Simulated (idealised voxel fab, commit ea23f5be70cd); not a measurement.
Process module in this document: voxel transistor to metal
We display cut, a cross-section 290 nm in width whose square cells are each 5 nm.
If you're reading a cross-section in this doc, picture square cells in a grid; it comes to you as bands, top ones listed first down to the bottom, and a band can be one or more rows of cells.
Heights first: top, then bottom, in nm. Then materials, left to right, each with a width in nm. "everywhere" on a single material: fills the band edge to edge. "air": empty space.
It should be noted that heights are counted from 0, beneath which the wafer as supplied is of one material throughout, and that the lowest band possesses no lower boundary but continues downward, as written in "0 -> down".
Note: "30..40" means the width goes from the first number (top row of the band) to the second number (bottom row) in equal steps per row of cells.
You'll sometimes find "no modification" written for a step, and that's the way of saying that nowhere in the cross-section did a cell change during that step.
In "Closed void catalog" the enclosed voids are listed, meaning empty spaces of 8 cells or larger without any opening to the top. The form is width x height at distance, distance from the left edge, units nm.
The remark found on a step's line after its settings is issued by the simulator itself and pertains to that step.
Regarding "overlay nm": on a step with a mask, it is the distance the mask lay to the right of its planned place; a negative value places it to the left.
# List of planned process steps
1: RECEIVE,material Si
2: OXIDIZE,depth nm 5
3: CONFORMAL_DEP,material SiN,thk nm 10
4: PATTERN,tone cover,mask id ACTIVE,material resist,width nm 115,pitch nm 140,thk nm 15,overlay nm 0
5: DIRECTIONAL_ETCH,etch materials SiN,depth nm 10
6: DIRECTIONAL_ETCH,etch materials SiO2,depth nm 5
7: DIRECTIONAL_ETCH,etch materials Si,depth nm 35
8: STRIP,etch materials resist
9: FILL_DEP,material SiO2,thk nm 10
10: CMP,height nm 10
11: SELECTIVE_ETCH,etch materials SiO2,depth nm 10
12: STRIP,etch materials SiN
13: SELECTIVE_ETCH,etch materials SiO2,depth nm 5
14: OXIDIZE,depth nm 5
15: DIRECTIONAL_DEP,material polySi,thk nm 20
16: DIRECTIONAL_DEP,material SiCN,thk nm 15
17: PATTERN,tone cover,mask id GATE,material resist,width nm 25,pitch nm 140,thk nm 15,overlay nm 0
18: DIRECTIONAL_ETCH,etch materials SiCN,depth nm 25
19: DIRECTIONAL_ETCH,etch materials polySi,depth nm 30
20: STRIP,etch materials resist
21: CONFORMAL_DEP,material SiN,thk nm 5
22: DIRECTIONAL_ETCH,etch materials SiN,depth nm 5
23: DIRECTIONAL_ETCH,etch materials SiO2,depth nm 5
24: DIRECTIONAL_ETCH,etch materials Si,depth nm 15
25: EPI,material nSi,thk nm 20
26: FILL_DEP,material SiO2,thk nm 10
27: CMP,height nm 15
28: STRIP,etch materials polySi
29: SELECTIVE_ETCH,etch materials SiO2,depth nm 5
30: CONFORMAL_DEP,material HfO2,thk nm 5
31: CONFORMAL_DEP,material TiN,thk nm 5
32: FILL_DEP,material W,thk nm 10
33: CMP,height nm 10
34: DIRECTIONAL_DEP,material SiO2,thk nm 15
35: MASKED_ETCH,tone open,mask id CONTACT,width nm 15,etch materials SiO2,depth nm 30,overlay nm 0
36: CONFORMAL_DEP,material TiN,thk nm 5
37: FILL_DEP,material Ru,thk nm 5
38: CMP,height nm 25
39: CONFORMAL_DEP,material SiN,thk nm 5
40: DIRECTIONAL_DEP,material SiO2,thk nm 20
41: DIRECTIONAL_DEP,material aC,thk nm 10
42: PATTERN,tone open,mask id METAL_1,material resist,width nm 15,thk nm 30,overlay nm 0
43: DIRECTIONAL_ETCH,etch materials aC,depth nm 10
44: STRIP,etch materials resist
45: DIRECTIONAL_ETCH,etch materials SiO2,depth nm 20
46: DIRECTIONAL_ETCH,etch materials SiN,depth nm 5
47: STRIP,etch materials aC
48: CONFORMAL_DEP,material TiN,thk nm 5
49: FILL_DEP,material Cu,thk nm 5
50: CMP,height nm 50
51: EPI,material Ru,thk nm 5
52: FILL_DEP,material SiCN,thk nm 5
# Cross-section: wafer on arrival = after step 1
    0 -> down  Si everywhere
    Closed void catalog: none
# Cross-sectional image of the first of two wafers at the end of the module, the run having proceeded as planned
    60 -> 55  SiCN everywhere
    55 -> 50  SiCN 20  Ru 25  SiCN 55  Ru 25  SiCN 35  Ru 25  SiCN 55  Ru 25  SiCN 25
    50 -> 30  SiO2 25  TiN 5  Cu 5  TiN 5  SiO2 65  TiN 5  Cu 5  TiN 5  SiO2 45  TiN 5  Cu 5  TiN 5  SiO2 65  TiN 5  Cu 5  TiN 5  SiO2 30
    30 -> 25  SiN 25  TiN 15  SiN 65  TiN 15  SiN 45  TiN 15  SiN 65  TiN 15  SiN 30
    25 -> 15  SiO2 25  TiN 5  Ru 5  TiN 5  SiO2 65  TiN 5  Ru 5  TiN 5  SiO2 45  TiN 5  Ru 5  TiN 5  SiO2 65  TiN 5  Ru 5  TiN 5  SiO2 30
    15 -> 10  SiO2 25  TiN 15  SiO2 65  TiN 15  SiO2 45  TiN 15  SiO2 65  TiN 15  SiO2 30
    10 -> 0  SiO2 25  TiN 10  nSi 20  SiN 5  HfO2 5  TiN 5  W 5  TiN 5  HfO2 5  SiN 5  nSi 20  TiN 10  SiO2 45  TiN 10  nSi 20  SiN 5  HfO2 5  TiN 5  W 5  TiN 5  HfO2 5  SiN 5  nSi 20  TiN 10  SiO2 30
    0 -> -5  SiO2 25  TiN 10  nSi 20  SiN 5  HfO2 5  TiN 15  HfO2 5  SiN 5  nSi 20  TiN 10  SiO2 45  TiN 10  nSi 20  SiN 5  HfO2 5  TiN 15  HfO2 5  SiN 5  nSi 20  TiN 10  SiO2 30
    -5 -> -10  SiO2 10  nSi 45  HfO2 35  nSi 45  SiO2 15  nSi 45  HfO2 35  nSi 45  SiO2 15
    -10 -> -25  SiO2 15  nSi 40  Si 35  nSi 40  SiO2 25  nSi 40  Si 35  nSi 40  SiO2 20
    -25 -> -40  SiO2 15  Si 115  SiO2 25  Si 115  SiO2 20
    -40 -> down  Si everywhere
    Closed void catalog: none
# This cross-section belongs to the second wafer of two at the end of the module; the start and the plan were shared with the first, and the run included one mistake
    60 -> 55  SiCN everywhere
    55 -> 50  SiCN 20  Ru 25  SiCN 55  Ru 25  SiCN 35  Ru 25  SiCN 55  Ru 25  SiCN 25
    50 -> 30  SiO2 25  TiN 5  Cu 5  TiN 5  SiO2 65  TiN 5  Cu 5  TiN 5  SiO2 45  TiN 5  Cu 5  TiN 5  SiO2 65  TiN 5  Cu 5  TiN 5  SiO2 30
    30 -> 25  SiN 25  TiN 15  SiN 65  TiN 15  SiN 45  TiN 15  SiN 65  TiN 15  SiN 30
    25 -> 15  SiO2 25  TiN 5  Ru 5  TiN 5  SiO2 65  TiN 5  Ru 5  TiN 5  SiO2 45  TiN 5  Ru 5  TiN 5  SiO2 65  TiN 5  Ru 5  TiN 5  SiO2 30
    15 -> 10  SiO2 25  TiN 15  SiO2 65  TiN 15  SiO2 45  TiN 15  SiO2 65  TiN 15  SiO2 30
    10 -> 0  SiO2 25  TiN 10  nSi 20  SiN 5  HfO2 5  TiN 5  W 5  TiN 5  HfO2 5  SiN 5  nSi 20  TiN 10  SiO2 45  TiN 10  nSi 20  SiN 5  HfO2 5  TiN 5  W 5  TiN 5  HfO2 5  SiN 5  nSi 20  TiN 10  SiO2 30
    0 -> -5  SiO2 25  TiN 10  nSi 20  SiN 5  HfO2 5  TiN 15  HfO2 5  SiN 5  nSi 20  TiN 10  SiO2 45  TiN 10  nSi 20  SiN 5  HfO2 5  TiN 15  HfO2 5  SiN 5  nSi 20  TiN 10  SiO2 30
    -5 -> -10  SiO2 35  nSi 20  HfO2 35  nSi 20  SiO2 65  nSi 20  HfO2 35  nSi 20  SiO2 40
    -10 -> -20  SiO2 35  nSi 20  Si 35  nSi 20  SiO2 65  nSi 20  Si 35  nSi 20  SiO2 40
    -20 -> -40  SiO2 15  nSi 40  Si 35  nSi 40  SiO2 25  nSi 40  Si 35  nSi 40  SiO2 20
    -40 -> down  Si everywhere
    Closed void catalog: none
Deviation from plan: step 24 of the plan saw execution twice
Upon completion, the second wafer contains, in terms of cells, a greater or smaller amount of certain materials than the first wafer: 96 fewer of Si; 52 more of SiO2; 44 more of nSi
